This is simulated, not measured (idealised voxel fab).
process module | voxel ribs on slabs
The cross-section shown here is cut; it is 175 nm wide and divided into square cells measuring 5 nm on a side.
Bands, listed from the top down, are how a cross-section gets written in this document; the cross-section itself is a grid of square cells, and a band is one or more rows of them. This entry defines a band. It first specifies the height of the band's top and the height of its bottom in nm, and then specifies the band's materials from left to right, stating each material with its width in nm. The word "all across" identifies a single material that fills the band from edge to edge, while the word "air" identifies empty space. Note: height 0 marks the level under which the wafer is uniformly one material as received. Lowest band unbounded below, written "0 nm and below". The two numbers in a width such as "30 to 40" mark its ends across the band: the first belongs to the top row of cells, the second to the bottom row, and from each row to the next the width moves by the same amount. Any step labelled "remained unchanged" changed none of the cells in the cross-section. In the "Completely enclosed voids" entry, you get each enclosed empty space of 8 cells or more, one with no open way to the top, written width x height at distance, distance from the left edge, in nm. The remark found on a step's line after its settings is issued by the simulator itself and pertains to that step. overlay nm: right-of-plan distance of the mask on a masked step; negative values mean left-of-plan.
**These are the steps we planned for the process**
step 1: RECEIVE,material Si
step 2: DIRECTIONAL_DEP,material SiO2,thk nm 20
step 3: DIRECTIONAL_DEP,material SiN,thk nm 10
step 4: MASKED_ETCH,tone cover,mask id RIB,width nm 25,etch materials SiN,depth nm 5,overlay nm 0
step 5: MASKED_ETCH,tone cover,mask id SLAB,width nm 55,etch materials SiN,depth nm 10,overlay nm 0
step 6: FILL_DEP,material SiO2,thk nm 15
step 7: CMP,height nm 45
step 8: DIRECTIONAL_DEP,material W,thk nm 10
step 9: PATTERN,tone cover,mask id HEATER,material resist,width nm 35,thk nm 15,overlay nm 0
step 10: DIRECTIONAL_ETCH,etch materials W,depth nm 10
step 11: STRIP,etch materials resist
step 12: CONFORMAL_DEP,material SiN,thk nm 10
It is noted that the wafers described herein are identical at the outset and are distinguished by the thk nm of step 3; the value stated in the plan corresponds to the first wafer.
**As-received cross-section, first of several wafers, post step 1**
> 0 nm and below  Si all across
> Completely enclosed voids: none
**Where each wafer stands at the end of the module, a row apiece: cells of each material gained (+) or lost (-) since it was received, then closed voids**
thk nm 10, +94 SiN, +299 SiO2, +14 W, Completely enclosed voids: none
thk nm 15, +105 SiN, +288 SiO2, +14 W, Completely enclosed voids: none
thk nm 20, +140 SiN, +253 SiO2, +14 W, Completely enclosed voids: none
thk nm 25, +175 SiN, +218 SiO2, +14 W, Completely enclosed voids: none
thk nm 30, +205 SiN, +188 SiO2, +14 W, Completely enclosed voids: none
